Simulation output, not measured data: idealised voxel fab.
process module | voxel wiring stack
cross-section cut | 235 nm wide | cells 5 nm
A cross-section is a grid of square cells, given in bands from the top down. A band is one or more rows of cells.
Each band's line starts with the height of the band's top and of its bottom, in nm. Then come its materials from left to right, each with its width in nm. One material with "throughout" fills the band from edge to edge. "air" is empty space.
Height 0 is the level under which the wafer as received is all one material. The lowest band goes on downwards, as in "0 down".
A width such as "30 to 40" changes by the same amount from each row of cells to the next, from the band's top row to its bottom row.
"no change" after a step means that no cell of the cross-section changed.
closed voids: empty space of 8 cells or more with no open way to the top, each as width x height at its distance from the left edge, in nm
after a step's settings: what the simulator itself notes on the step
overlay nm, on a step with a mask: how far to the right of its planned place the mask lay; to the left if negative
plan
1 op RECEIVE | material Si
2 op CONFORMAL_DEP | material SiO2 | thk nm 15
3 op DIRECTIONAL_DEP | material TiN | thk nm 5
4 op DIRECTIONAL_DEP | material W | thk nm 15
5 op PATTERN | tone cover | mask id METAL_1 | material resist | width nm 25 | pitch nm 55 | thk nm 20 | overlay nm 0
6 op DIRECTIONAL_ETCH | etch materials W | depth nm 15
7 op DIRECTIONAL_ETCH | etch materials TiN | depth nm 5
8 op STRIP | etch materials resist
9 op CONFORMAL_DEP | material SiN | thk nm 5
10 op FILL_DEP | material lowk | thk nm 10
11 op CMP | height nm 35
12 op CONFORMAL_DEP | material SiCN | thk nm 5
13 op DIRECTIONAL_DEP | material SiO2 | thk nm 20
14 op DIRECTIONAL_DEP | material aC | thk nm 10
15 op PATTERN | tone open | mask id PLUG_1 | material resist | width nm 15 | pitch nm 110 | thk nm 30 | overlay nm 0
16 op DIRECTIONAL_ETCH | etch materials aC | depth nm 10
17 op STRIP | etch materials resist
18 op DIRECTIONAL_ETCH | etch materials SiO2 | depth nm 20
19 op DIRECTIONAL_ETCH | etch materials SiCN | depth nm 5
20 op STRIP | etch materials aC
21 op CONFORMAL_DEP | material TiN | thk nm 5
22 op FILL_DEP | material Ru | thk nm 5
23 op CMP | height nm 60
24 op DIRECTIONAL_DEP | material TiN | thk nm 5
25 op DIRECTIONAL_DEP | material Ru | thk nm 25
26 op PATTERN | tone cover | mask id METAL_2 | material resist | width nm 25 | pitch nm 55 | thk nm 20 | overlay nm 0
27 op DIRECTIONAL_ETCH | etch materials Ru | depth nm 25
28 op DIRECTIONAL_ETCH | etch materials TiN | depth nm 5
29 op STRIP | etch materials resist
30 op FILL_DEP | material SiO2 | thk nm 5
31 op CMP | height nm 90
32 op CONFORMAL_DEP | material SiCN | thk nm 5
33 op DIRECTIONAL_DEP | material lowk | thk nm 25
34 op MASKED_ETCH | tone open | mask id METAL_3_HOLES | width nm 15 | pitch nm 110 | etch materials lowk | depth nm 25 | overlay nm 0
35 op PATTERN | tone open | mask id METAL_3 | material resist | width nm 25 | pitch nm 55 | thk nm 20 | overlay nm 0
36 op DIRECTIONAL_ETCH | etch materials lowk | depth nm 15
37 op DIRECTIONAL_ETCH | etch materials SiCN | depth nm 5
38 op STRIP | etch materials resist
39 op CONFORMAL_DEP | material TiN | thk nm 5
40 op FILL_DEP | material Cu | thk nm 10
41 op CMP | height nm 120
42 op CONFORMAL_DEP | material SiCN | thk nm 5
43 op DIRECTIONAL_DEP | material SiO2 | thk nm 15
44 op PATTERN | tone open | mask id PLUG_3 | material resist | width nm 15 | pitch nm 55 | thk nm 20 | overlay nm 0
45 op DIRECTIONAL_ETCH | etch materials SiO2 | depth nm 15
46 op DIRECTIONAL_ETCH | etch materials SiCN | depth nm 5
47 op STRIP | etch materials resist
48 op EPI | material Ru | thk nm 10
49 op EPI | material Ru | thk nm 10
50 op CONFORMAL_DEP | material SiCN | thk nm 5
51 op DIRECTIONAL_DEP | material lowk | thk nm 15
52 op MASKED_ETCH | tone open | mask id METAL_4 | width nm 25 | pitch nm 55 | etch materials lowk | depth nm 15 | overlay nm 0
53 op MASKED_ETCH | tone open | mask id METAL_4 | width nm 25 | pitch nm 55 | etch materials SiCN | depth nm 5 | overlay nm 0
54 op CONFORMAL_DEP | material TiN | thk nm 5
55 op FILL_DEP | material Cu | thk nm 10
56 op CMP | height nm 160
57 op EPI | material Ru | thk nm 5
58 op FILL_DEP | material SiCN | thk nm 5
first wafer, as planned
as received, after step 1
  0 down: Si throughout
  closed voids: none
after step 2
  15 to 0: SiO2 throughout
  below 0: unchanged
after step 3
  20 to 15: TiN throughout
  below 15: unchanged
after step 4
  35 to 20: W throughout
  below 20: unchanged
after step 5
  55 to 35: air 20 | resist 25 | air 30 | resist 25 | air 30 | resist 25 | air 30 | resist 25 | air 25
  below 35: unchanged
after step 6
  55 to 35: air 20 | resist 25 | air 30 | resist 25 | air 30 | resist 25 | air 30 | resist 25 | air 25
  35 to 20: air 20 | W 25 | air 30 | W 25 | air 30 | W 25 | air 30 | W 25 | air 25
  below 20: unchanged
after step 7
  55 to 35: air 20 | resist 25 | air 30 | resist 25 | air 30 | resist 25 | air 30 | resist 25 | air 25
  35 to 20: air 20 | W 25 | air 30 | W 25 | air 30 | W 25 | air 30 | W 25 | air 25
  20 to 15: air 20 | TiN 25 | air 30 | TiN 25 | air 30 | TiN 25 | air 30 | TiN 25 | air 25
  below 15: unchanged
after step 8
  35 to 20: air 20 | W 25 | air 30 | W 25 | air 30 | W 25 | air 30 | W 25 | air 25
  below 20: unchanged
after step 9
  40 to 35: air 15 | SiN 35 | air 20 | SiN 35 | air 20 | SiN 35 | air 20 | SiN 35 | air 20
  35 to 20: air 15 | SiN 5 | W 25 | SiN 5 | air 20 | SiN 5 | W 25 | SiN 5 | air 20 | SiN 5 | W 25 | SiN 5 | air 20 | SiN 5 | W 25 | SiN 5 | air 20
  20 to 15: SiN 20 | TiN 25 | SiN 30 | TiN 25 | SiN 30 | TiN 25 | SiN 30 | TiN 25 | SiN 25
  below 15: unchanged
after step 10
  50 to 40: lowk throughout
  40 to 35: lowk 15 | SiN 35 | lowk 20 | SiN 35 | lowk 20 | SiN 35 | lowk 20 | SiN 35 | lowk 20
  35 to 20: lowk 15 | SiN 5 | W 25 | SiN 5 | lowk 20 | SiN 5 | W 25 | SiN 5 | lowk 20 | SiN 5 | W 25 | SiN 5 | lowk 20 | SiN 5 | W 25 | SiN 5 | lowk 20
  below 20: unchanged
after step 11
  35 to 20: lowk 15 | SiN 5 | W 25 | SiN 5 | lowk 20 | SiN 5 | W 25 | SiN 5 | lowk 20 | SiN 5 | W 25 | SiN 5 | lowk 20 | SiN 5 | W 25 | SiN 5 | lowk 20
  below 20: unchanged
after step 12
  40 to 35: SiCN throughout
  below 35: unchanged
after step 13
  60 to 40: SiO2 throughout
  below 40: unchanged
after step 14
  70 to 60: aC throughout
  below 60: unchanged
after step 15
  100 to 70: resist 20 | air 15 | resist 95 | air 15 | resist 90
  below 70: unchanged
after step 16
  90 to 70: resist 20 | air 15 | resist 95 | air 15 | resist 90
  70 to 60: aC 20 | air 15 | aC 95 | air 15 | aC 90
  below 60: unchanged
after step 17
  70 to 60: aC 20 | air 15 | aC 95 | air 15 | aC 90
  below 60: unchanged
after step 18
  70 to 60: aC 20 | air 15 | aC 95 | air 15 | aC 90
  60 to 40: SiO2 20 | air 15 | SiO2 95 | air 15 | SiO2 90
  below 40: unchanged
after step 19
  70 to 60: aC 20 | air 15 | aC 95 | air 15 | aC 90
  60 to 40: SiO2 20 | air 15 | SiO2 95 | air 15 | SiO2 90
  40 to 35: SiCN 20 | air 15 | SiCN 95 | air 15 | SiCN 90
  below 35: unchanged
after step 20
  60 to 40: SiO2 20 | air 15 | SiO2 95 | air 15 | SiO2 90
  below 40: unchanged
after step 21
  65 to 60: TiN 25 | air 5 | TiN 105 | air 5 | TiN 95
  60 to 40: SiO2 20 | TiN 5 | air 5 | TiN 5 | SiO2 95 | TiN 5 | air 5 | TiN 5 | SiO2 90
  40 to 35: SiCN 20 | TiN 15 | SiCN 95 | TiN 15 | SiCN 90
  below 35: unchanged
after step 22
  70 to 65: Ru throughout
  65 to 60: TiN 25 | Ru 5 | TiN 105 | Ru 5 | TiN 95
  60 to 40: SiO2 20 | TiN 5 | Ru 5 | TiN 5 | SiO2 95 | TiN 5 | Ru 5 | TiN 5 | SiO2 90
  below 40: unchanged
after step 23
  60 to 40: SiO2 20 | TiN 5 | Ru 5 | TiN 5 | SiO2 95 | TiN 5 | Ru 5 | TiN 5 | SiO2 90
  below 40: unchanged
after step 24
  65 to 60: TiN throughout
  below 60: unchanged
after step 25
  90 to 65: Ru throughout
  below 65: unchanged
after step 26
  110 to 90: air 20 | resist 25 | air 30 | resist 25 | air 30 | resist 25 | air 30 | resist 25 | air 25
  below 90: unchanged
after step 27
  110 to 90: air 20 | resist 25 | air 30 | resist 25 | air 30 | resist 25 | air 30 | resist 25 | air 25
  90 to 65: air 20 | Ru 25 | air 30 | Ru 25 | air 30 | Ru 25 | air 30 | Ru 25 | air 25
  below 65: unchanged
after step 28
  110 to 90: air 20 | resist 25 | air 30 | resist 25 | air 30 | resist 25 | air 30 | resist 25 | air 25
  90 to 65: air 20 | Ru 25 | air 30 | Ru 25 | air 30 | Ru 25 | air 30 | Ru 25 | air 25
  65 to 60: air 20 | TiN 25 | air 30 | TiN 25 | air 30 | TiN 25 | air 30 | TiN 25 | air 25
  below 60: unchanged
after step 29
  90 to 65: air 20 | Ru 25 | air 30 | Ru 25 | air 30 | Ru 25 | air 30 | Ru 25 | air 25
  below 65: unchanged
after step 30
  95 to 90: SiO2 throughout
  90 to 65: SiO2 20 | Ru 25 | SiO2 30 | Ru 25 | SiO2 30 | Ru 25 | SiO2 30 | Ru 25 | SiO2 25
  65 to 60: SiO2 20 | TiN 25 | SiO2 30 | TiN 25 | SiO2 30 | TiN 25 | SiO2 30 | TiN 25 | SiO2 25
  below 60: unchanged
after step 31
  90 to 65: SiO2 20 | Ru 25 | SiO2 30 | Ru 25 | SiO2 30 | Ru 25 | SiO2 30 | Ru 25 | SiO2 25
  below 65: unchanged
after step 32
  95 to 90: SiCN throughout
  below 90: unchanged
after step 33
  120 to 95: lowk throughout
  below 95: unchanged
after step 34
  120 to 95: lowk 20 | air 15 | lowk 95 | air 15 | lowk 90
  below 95: unchanged
after step 35
  140 to 120: resist 20 | air 25 | resist 30 | air 25 | resist 30 | air 25 | resist 30 | air 25 | resist 25
  below 120: unchanged
after step 36
  140 to 120: resist 20 | air 25 | resist 30 | air 25 | resist 30 | air 25 | resist 30 | air 25 | resist 25
  120 to 105: lowk 20 | air 25 | lowk 30 | air 25 | lowk 30 | air 25 | lowk 30 | air 25 | lowk 25
  below 105: unchanged
after step 37
  140 to 120: resist 20 | air 25 | resist 30 | air 25 | resist 30 | air 25 | resist 30 | air 25 | resist 25
  120 to 105: lowk 20 | air 25 | lowk 30 | air 25 | lowk 30 | air 25 | lowk 30 | air 25 | lowk 25
  105 to 95: lowk 20 | air 15 | lowk 95 | air 15 | lowk 90
  95 to 90: SiCN 20 | air 15 | SiCN 95 | air 15 | SiCN 90
  below 90: unchanged
after step 38
  120 to 105: lowk 20 | air 25 | lowk 30 | air 25 | lowk 30 | air 25 | lowk 30 | air 25 | lowk 25
  below 105: unchanged
after step 39
  125 to 120: TiN 25 | air 15 | TiN 40 | air 15 | TiN 40 | air 15 | TiN 40 | air 15 | TiN 30
  120 to 110: lowk 20 | TiN 5 | air 15 | TiN 5 | lowk 30 | TiN 5 | air 15 | TiN 5 | lowk 30 | TiN 5 | air 15 | TiN 5 | lowk 30 | TiN 5 | air 15 | TiN 5 | lowk 25
  110 to 105: lowk 20 | TiN 5 | air 5 | TiN 15 | lowk 30 | TiN 25 | lowk 30 | TiN 5 | air 5 | TiN 15 | lowk 30 | TiN 25 | lowk 25
  105 to 95: lowk 20 | TiN 5 | air 5 | TiN 5 | lowk 95 | TiN 5 | air 5 | TiN 5 | lowk 90
  95 to 90: SiCN 20 | TiN 15 | SiCN 95 | TiN 15 | SiCN 90
  below 90: unchanged
after step 40
  135 to 125: Cu throughout
  125 to 120: TiN 25 | Cu 15 | TiN 40 | Cu 15 | TiN 40 | Cu 15 | TiN 40 | Cu 15 | TiN 30
  120 to 110: lowk 20 | TiN 5 | Cu 15 | TiN 5 | lowk 30 | TiN 5 | Cu 15 | TiN 5 | lowk 30 | TiN 5 | Cu 15 | TiN 5 | lowk 30 | TiN 5 | Cu 15 | TiN 5 | lowk 25
  110 to 105: lowk 20 | TiN 5 | Cu 5 | TiN 15 | lowk 30 | TiN 25 | lowk 30 | TiN 5 | Cu 5 | TiN 15 | lowk 30 | TiN 25 | lowk 25
  105 to 95: lowk 20 | TiN 5 | Cu 5 | TiN 5 | lowk 95 | TiN 5 | Cu 5 | TiN 5 | lowk 90
  below 95: unchanged
after step 41
  120 to 110: lowk 20 | TiN 5 | Cu 15 | TiN 5 | lowk 30 | TiN 5 | Cu 15 | TiN 5 | lowk 30 | TiN 5 | Cu 15 | TiN 5 | lowk 30 | TiN 5 | Cu 15 | TiN 5 | lowk 25
  below 110: unchanged
after step 42
  125 to 120: SiCN throughout
  below 120: unchanged
after step 43
  140 to 125: SiO2 throughout
  below 125: unchanged
after step 44
  160 to 140: resist 20 | air 15 | resist 40 | air 15 | resist 40 | air 15 | resist 40 | air 15 | resist 35
  below 140: unchanged
after step 45
  160 to 140: resist 20 | air 15 | resist 40 | air 15 | resist 40 | air 15 | resist 40 | air 15 | resist 35
  140 to 125: SiO2 20 | air 15 | SiO2 40 | air 15 | SiO2 40 | air 15 | SiO2 40 | air 15 | SiO2 35
  below 125: unchanged
after step 46
  160 to 140: resist 20 | air 15 | resist 40 | air 15 | resist 40 | air 15 | resist 40 | air 15 | resist 35
  140 to 125: SiO2 20 | air 15 | SiO2 40 | air 15 | SiO2 40 | air 15 | SiO2 40 | air 15 | SiO2 35
  125 to 120: SiCN 20 | air 15 | SiCN 40 | air 15 | SiCN 40 | air 15 | SiCN 40 | air 15 | SiCN 35
  below 120: unchanged
after step 47
  140 to 125: SiO2 20 | air 15 | SiO2 40 | air 15 | SiO2 40 | air 15 | SiO2 40 | air 15 | SiO2 35
  below 125: unchanged
after step 48
  140 to 130: SiO2 20 | air 15 | SiO2 40 | air 15 | SiO2 40 | air 15 | SiO2 40 | air 15 | SiO2 35
  130 to 125: SiO2 20 | Ru 15 | SiO2 40 | Ru 15 | SiO2 40 | Ru 15 | SiO2 40 | Ru 15 | SiO2 35
  125 to 120: SiCN 20 | Ru 15 | SiCN 40 | Ru 15 | SiCN 40 | Ru 15 | SiCN 40 | Ru 15 | SiCN 35
  below 120: unchanged
after step 49
  140 to 125: SiO2 20 | Ru 15 | SiO2 40 | Ru 15 | SiO2 40 | Ru 15 | SiO2 40 | Ru 15 | SiO2 35
  below 125: unchanged
after step 50
  145 to 140: SiCN throughout
  below 140: unchanged
after step 51
  160 to 145: lowk throughout
  below 145: unchanged
after step 52
  160 to 145: lowk 20 | air 25 | lowk 30 | air 25 | lowk 30 | air 25 | lowk 30 | air 25 | lowk 25
  below 145: unchanged
after step 53
  160 to 145: lowk 20 | air 25 | lowk 30 | air 25 | lowk 30 | air 25 | lowk 30 | air 25 | lowk 25
  145 to 140: SiCN 20 | air 25 | SiCN 30 | air 25 | SiCN 30 | air 25 | SiCN 30 | air 25 | SiCN 25
  below 140: unchanged
after step 54
  165 to 160: TiN 25 | air 15 | TiN 40 | air 15 | TiN 40 | air 15 | TiN 40 | air 15 | TiN 30
  160 to 145: lowk 20 | TiN 5 | air 15 | TiN 5 | lowk 30 | TiN 5 | air 15 | TiN 5 | lowk 30 | TiN 5 | air 15 | TiN 5 | lowk 30 | TiN 5 | air 15 | TiN 5 | lowk 25
  145 to 140: SiCN 20 | TiN 25 | SiCN 30 | TiN 25 | SiCN 30 | TiN 25 | SiCN 30 | TiN 25 | SiCN 25
  below 140: unchanged
after step 55
  175 to 165: Cu throughout
  165 to 160: TiN 25 | Cu 15 | TiN 40 | Cu 15 | TiN 40 | Cu 15 | TiN 40 | Cu 15 | TiN 30
  160 to 145: lowk 20 | TiN 5 | Cu 15 | TiN 5 | lowk 30 | TiN 5 | Cu 15 | TiN 5 | lowk 30 | TiN 5 | Cu 15 | TiN 5 | lowk 30 | TiN 5 | Cu 15 | TiN 5 | lowk 25
  below 145: unchanged
after step 56
  160 to 145: lowk 20 | TiN 5 | Cu 15 | TiN 5 | lowk 30 | TiN 5 | Cu 15 | TiN 5 | lowk 30 | TiN 5 | Cu 15 | TiN 5 | lowk 30 | TiN 5 | Cu 15 | TiN 5 | lowk 25
  below 145: unchanged
after step 57
  165 to 160: air 15 | Ru 35 | air 20 | Ru 35 | air 20 | Ru 35 | air 20 | Ru 35 | air 20
  below 160: unchanged
after step 58
  170 to 165: SiCN throughout
  165 to 160: SiCN 15 | Ru 35 | SiCN 20 | Ru 35 | SiCN 20 | Ru 35 | SiCN 20 | Ru 35 | SiCN 20
  below 160: unchanged
second wafer: like start, like plan, one mistake. Through step 14 it matches the first wafer
when step 15 should have ended
  100 to 70: resist 15 | air 15 | resist 95 | air 15 | resist 95
  below 70: unchanged
when step 16 should have ended
  90 to 70: resist 15 | air 15 | resist 95 | air 15 | resist 95
  70 to 60: aC 15 | air 15 | aC 95 | air 15 | aC 95
  below 60: unchanged
when step 17 should have ended
  70 to 60: aC 15 | air 15 | aC 95 | air 15 | aC 95
  below 60: unchanged
when step 18 should have ended
  70 to 60: aC 15 | air 15 | aC 95 | air 15 | aC 95
  60 to 40: SiO2 15 | air 15 | SiO2 95 | air 15 | SiO2 95
  below 40: unchanged
when step 19 should have ended
  70 to 60: aC 15 | air 15 | aC 95 | air 15 | aC 95
  60 to 40: SiO2 15 | air 15 | SiO2 95 | air 15 | SiO2 95
  40 to 35: SiCN 15 | air 15 | SiCN 95 | air 15 | SiCN 95
  below 35: unchanged
when step 20 should have ended
  60 to 40: SiO2 15 | air 15 | SiO2 95 | air 15 | SiO2 95
  below 40: unchanged
when step 21 should have ended
  65 to 60: TiN 20 | air 5 | TiN 105 | air 5 | TiN 100
  60 to 40: SiO2 15 | TiN 5 | air 5 | TiN 5 | SiO2 95 | TiN 5 | air 5 | TiN 5 | SiO2 95
  40 to 35: SiCN 15 | TiN 15 | SiCN 95 | TiN 15 | SiCN 95
  below 35: unchanged
when step 22 should have ended
  70 to 65: Ru throughout
  65 to 60: TiN 20 | Ru 5 | TiN 105 | Ru 5 | TiN 100
  60 to 40: SiO2 15 | TiN 5 | Ru 5 | TiN 5 | SiO2 95 | TiN 5 | Ru 5 | TiN 5 | SiO2 95
  below 40: unchanged
when step 23 should have ended
  60 to 40: SiO2 15 | TiN 5 | Ru 5 | TiN 5 | SiO2 95 | TiN 5 | Ru 5 | TiN 5 | SiO2 95
  below 40: unchanged
when step 24 should have ended
  65 to 60: TiN throughout
  below 60: unchanged
when step 25 should have ended
  90 to 65: Ru throughout
  below 65: unchanged
when step 26 should have ended
  110 to 90: air 20 | resist 25 | air 30 | resist 25 | air 30 | resist 25 | air 30 | resist 25 | air 25
  below 90: unchanged
when step 27 should have ended
  110 to 90: air 20 | resist 25 | air 30 | resist 25 | air 30 | resist 25 | air 30 | resist 25 | air 25
  90 to 65: air 20 | Ru 25 | air 30 | Ru 25 | air 30 | Ru 25 | air 30 | Ru 25 | air 25
  below 65: unchanged
when step 28 should have ended
  110 to 90: air 20 | resist 25 | air 30 | resist 25 | air 30 | resist 25 | air 30 | resist 25 | air 25
  90 to 65: air 20 | Ru 25 | air 30 | Ru 25 | air 30 | Ru 25 | air 30 | Ru 25 | air 25
  65 to 60: air 20 | TiN 25 | air 30 | TiN 25 | air 30 | TiN 25 | air 30 | TiN 25 | air 25
  below 60: unchanged
when step 29 should have ended
  90 to 65: air 20 | Ru 25 | air 30 | Ru 25 | air 30 | Ru 25 | air 30 | Ru 25 | air 25
  below 65: unchanged
when step 30 should have ended
  95 to 90: SiO2 throughout
  90 to 65: SiO2 20 | Ru 25 | SiO2 30 | Ru 25 | SiO2 30 | Ru 25 | SiO2 30 | Ru 25 | SiO2 25
  65 to 60: SiO2 20 | TiN 25 | SiO2 30 | TiN 25 | SiO2 30 | TiN 25 | SiO2 30 | TiN 25 | SiO2 25
  below 60: unchanged
when step 31 should have ended
  90 to 65: SiO2 20 | Ru 25 | SiO2 30 | Ru 25 | SiO2 30 | Ru 25 | SiO2 30 | Ru 25 | SiO2 25
  below 65: unchanged
when step 32 should have ended
  95 to 90: SiCN throughout
  below 90: unchanged
when step 33 should have ended
  120 to 95: lowk throughout
  below 95: unchanged
when step 34 should have ended
  120 to 95: lowk 20 | air 15 | lowk 95 | air 15 | lowk 90
  below 95: unchanged
when step 35 should have ended
  140 to 120: resist 20 | air 25 | resist 30 | air 25 | resist 30 | air 25 | resist 30 | air 25 | resist 25
  below 120: unchanged
when step 36 should have ended
  140 to 120: resist 20 | air 25 | resist 30 | air 25 | resist 30 | air 25 | resist 30 | air 25 | resist 25
  120 to 105: lowk 20 | air 25 | lowk 30 | air 25 | lowk 30 | air 25 | lowk 30 | air 25 | lowk 25
  below 105: unchanged
when step 37 should have ended
  140 to 120: resist 20 | air 25 | resist 30 | air 25 | resist 30 | air 25 | resist 30 | air 25 | resist 25
  120 to 105: lowk 20 | air 25 | lowk 30 | air 25 | lowk 30 | air 25 | lowk 30 | air 25 | lowk 25
  105 to 95: lowk 20 | air 15 | lowk 95 | air 15 | lowk 90
  95 to 90: SiCN 20 | air 15 | SiCN 95 | air 15 | SiCN 90
  below 90: unchanged
when step 38 should have ended
  120 to 105: lowk 20 | air 25 | lowk 30 | air 25 | lowk 30 | air 25 | lowk 30 | air 25 | lowk 25
  below 105: unchanged
when step 39 should have ended
  125 to 120: TiN 25 | air 15 | TiN 40 | air 15 | TiN 40 | air 15 | TiN 40 | air 15 | TiN 30
  120 to 110: lowk 20 | TiN 5 | air 15 | TiN 5 | lowk 30 | TiN 5 | air 15 | TiN 5 | lowk 30 | TiN 5 | air 15 | TiN 5 | lowk 30 | TiN 5 | air 15 | TiN 5 | lowk 25
  110 to 105: lowk 20 | TiN 5 | air 5 | TiN 15 | lowk 30 | TiN 25 | lowk 30 | TiN 5 | air 5 | TiN 15 | lowk 30 | TiN 25 | lowk 25
  105 to 95: lowk 20 | TiN 5 | air 5 | TiN 5 | lowk 95 | TiN 5 | air 5 | TiN 5 | lowk 90
  95 to 90: SiCN 20 | TiN 15 | SiCN 95 | TiN 15 | SiCN 90
  below 90: unchanged
when step 40 should have ended
  135 to 125: Cu throughout
  125 to 120: TiN 25 | Cu 15 | TiN 40 | Cu 15 | TiN 40 | Cu 15 | TiN 40 | Cu 15 | TiN 30
  120 to 110: lowk 20 | TiN 5 | Cu 15 | TiN 5 | lowk 30 | TiN 5 | Cu 15 | TiN 5 | lowk 30 | TiN 5 | Cu 15 | TiN 5 | lowk 30 | TiN 5 | Cu 15 | TiN 5 | lowk 25
  110 to 105: lowk 20 | TiN 5 | Cu 5 | TiN 15 | lowk 30 | TiN 25 | lowk 30 | TiN 5 | Cu 5 | TiN 15 | lowk 30 | TiN 25 | lowk 25
  105 to 95: lowk 20 | TiN 5 | Cu 5 | TiN 5 | lowk 95 | TiN 5 | Cu 5 | TiN 5 | lowk 90
  below 95: unchanged
when step 41 should have ended
  120 to 110: lowk 20 | TiN 5 | Cu 15 | TiN 5 | lowk 30 | TiN 5 | Cu 15 | TiN 5 | lowk 30 | TiN 5 | Cu 15 | TiN 5 | lowk 30 | TiN 5 | Cu 15 | TiN 5 | lowk 25
  below 110: unchanged
when step 42 should have ended
  125 to 120: SiCN throughout
  below 120: unchanged
when step 43 should have ended
  140 to 125: SiO2 throughout
  below 125: unchanged
when step 44 should have ended
  160 to 140: resist 20 | air 15 | resist 40 | air 15 | resist 40 | air 15 | resist 40 | air 15 | resist 35
  below 140: unchanged
when step 45 should have ended
  160 to 140: resist 20 | air 15 | resist 40 | air 15 | resist 40 | air 15 | resist 40 | air 15 | resist 35
  140 to 125: SiO2 20 | air 15 | SiO2 40 | air 15 | SiO2 40 | air 15 | SiO2 40 | air 15 | SiO2 35
  below 125: unchanged
when step 46 should have ended
  160 to 140: resist 20 | air 15 | resist 40 | air 15 | resist 40 | air 15 | resist 40 | air 15 | resist 35
  140 to 125: SiO2 20 | air 15 | SiO2 40 | air 15 | SiO2 40 | air 15 | SiO2 40 | air 15 | SiO2 35
  125 to 120: SiCN 20 | air 15 | SiCN 40 | air 15 | SiCN 40 | air 15 | SiCN 40 | air 15 | SiCN 35
  below 120: unchanged
when step 47 should have ended
  140 to 125: SiO2 20 | air 15 | SiO2 40 | air 15 | SiO2 40 | air 15 | SiO2 40 | air 15 | SiO2 35
  below 125: unchanged
when step 48 should have ended
  140 to 130: SiO2 20 | air 15 | SiO2 40 | air 15 | SiO2 40 | air 15 | SiO2 40 | air 15 | SiO2 35
  130 to 125: SiO2 20 | Ru 15 | SiO2 40 | Ru 15 | SiO2 40 | Ru 15 | SiO2 40 | Ru 15 | SiO2 35
  125 to 120: SiCN 20 | Ru 15 | SiCN 40 | Ru 15 | SiCN 40 | Ru 15 | SiCN 40 | Ru 15 | SiCN 35
  below 120: unchanged
when step 49 should have ended
  140 to 125: SiO2 20 | Ru 15 | SiO2 40 | Ru 15 | SiO2 40 | Ru 15 | SiO2 40 | Ru 15 | SiO2 35
  below 125: unchanged
when step 50 should have ended
  145 to 140: SiCN throughout
  below 140: unchanged
when step 51 should have ended
  160 to 145: lowk throughout
  below 145: unchanged
when step 52 should have ended
  160 to 145: lowk 20 | air 25 | lowk 30 | air 25 | lowk 30 | air 25 | lowk 30 | air 25 | lowk 25
  below 145: unchanged
when step 53 should have ended
  160 to 145: lowk 20 | air 25 | lowk 30 | air 25 | lowk 30 | air 25 | lowk 30 | air 25 | lowk 25
  145 to 140: SiCN 20 | air 25 | SiCN 30 | air 25 | SiCN 30 | air 25 | SiCN 30 | air 25 | SiCN 25
  below 140: unchanged
when step 54 should have ended
  165 to 160: TiN 25 | air 15 | TiN 40 | air 15 | TiN 40 | air 15 | TiN 40 | air 15 | TiN 30
  160 to 145: lowk 20 | TiN 5 | air 15 | TiN 5 | lowk 30 | TiN 5 | air 15 | TiN 5 | lowk 30 | TiN 5 | air 15 | TiN 5 | lowk 30 | TiN 5 | air 15 | TiN 5 | lowk 25
  145 to 140: SiCN 20 | TiN 25 | SiCN 30 | TiN 25 | SiCN 30 | TiN 25 | SiCN 30 | TiN 25 | SiCN 25
  below 140: unchanged
when step 55 should have ended
  175 to 165: Cu throughout
  165 to 160: TiN 25 | Cu 15 | TiN 40 | Cu 15 | TiN 40 | Cu 15 | TiN 40 | Cu 15 | TiN 30
  160 to 145: lowk 20 | TiN 5 | Cu 15 | TiN 5 | lowk 30 | TiN 5 | Cu 15 | TiN 5 | lowk 30 | TiN 5 | Cu 15 | TiN 5 | lowk 30 | TiN 5 | Cu 15 | TiN 5 | lowk 25
  below 145: unchanged
when step 56 should have ended
  160 to 145: lowk 20 | TiN 5 | Cu 15 | TiN 5 | lowk 30 | TiN 5 | Cu 15 | TiN 5 | lowk 30 | TiN 5 | Cu 15 | TiN 5 | lowk 30 | TiN 5 | Cu 15 | TiN 5 | lowk 25
  below 145: unchanged
when step 57 should have ended
  165 to 160: air 15 | Ru 35 | air 20 | Ru 35 | air 20 | Ru 35 | air 20 | Ru 35 | air 20
  below 160: unchanged
when step 58 should have ended
  170 to 165: SiCN throughout
  165 to 160: SiCN 15 | Ru 35 | SiCN 20 | Ru 35 | SiCN 20 | Ru 35 | SiCN 20 | Ru 35 | SiCN 20
  below 160: unchanged
what went wrong: step 15 ran as: op PATTERN | tone open | mask id PLUG_1 | material resist | width nm 15 | pitch nm 110 | thk nm 30 | overlay nm -5
at the end the second wafer has, in cells: as many of each material as the first, in other places
